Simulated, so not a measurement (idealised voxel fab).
You're looking at the process module voxel ribs on slabs.
We display cut, a cross-section 290 nm in width whose square cells are each 5 nm.
Throughout this document, each cross-section is represented as a grid of square cells and is presented as a sequence of bands enumerated from the top downward, where a band comprises one or more rows of cells. Read a band's entry like this: the first values are the height of its top and the height of its bottom in nm, and what follows is the sequence of materials from left to right, each with its width in nm. Note that "air" is empty space, and that a single material marked "edge to edge" reaches across the band from edge to edge. Height 0 is the level under which the wafer as received is all one material. The lowest band goes on downwards, as in "0 and below". Per-row width for "30->40": begins at first number (top row of band), ends at second number (bottom row), increment between rows held constant. A step reported as "identical to before" is a step in which no cell of the cross-section changed. Basically, "closed voids" tells you about the enclosed voids: empty spaces with no open way to the top, 8 cells or bigger, each written width x height at distance, where distance is from the left edge, all in nm. If you see something after the settings on a step's line, that's the simulator's own remark about that step. overlay nm: for a step with a mask, the amount by which the mask lay right of where it was planned; a negative amount means left of it.

Listed below are the process steps as planned
| 1 | RECEIVE with material Si |
| 2 | DIRECTIONAL_DEP with material SiO2, thk nm 25 |
| 3 | DIRECTIONAL_DEP with material polySi, thk nm 20 |
| 4 | PATTERN with tone cover, mask id RIB, material resist, width nm 20, thk nm 15, overlay nm 0 |
| 5 | DIRECTIONAL_ETCH with etch materials polySi, depth nm 15 |
| 6 | STRIP with etch materials resist |
| 7 | PATTERN with tone cover, mask id SLAB, material resist, width nm 80, thk nm 15, overlay nm 0 |
| 8 | DIRECTIONAL_ETCH with etch materials polySi, depth nm 5 |
| 9 | STRIP with etch materials resist |
| 10 | FILL_DEP with material SiO2, thk nm 15 |
| 11 | CMP with height nm 55 |
| 12 | DIRECTIONAL_DEP with material W, thk nm 10 |
| 13 | MASKED_ETCH with tone cover, mask id HEATER, width nm 30, etch materials W, depth nm 5, overlay nm 0 |
| 14 | CONFORMAL_DEP with material SiN, thk nm 5 |
The plan's step 13 depth nm is the first wafer's value; the wafers differ in this setting and start identical.

First of several wafers (as received, post step 1), cross-sectional view
> 0 and below = Si edge to edge
> closed voids: none

Here is how to read the rows: every wafer has a row, and it shows the wafer at the end of the module, giving for each material how many cells were gained (+) or lost (-) since the wafer was received, then listing its closed voids
depth nm 5 | +60 SiN | +610 SiO2 | +64 W | +28 polySi | closed voids: none
depth nm 10 | +62 SiN | +610 SiO2 | +12 W | +28 polySi | closed voids: none
depth nm 15 | +62 SiN | +610 SiO2 | +12 W | +28 polySi | closed voids: none
depth nm 20 | +62 SiN | +610 SiO2 | +12 W | +28 polySi | closed voids: none
depth nm 25 | +62 SiN | +610 SiO2 | +12 W | +28 polySi | closed voids: none
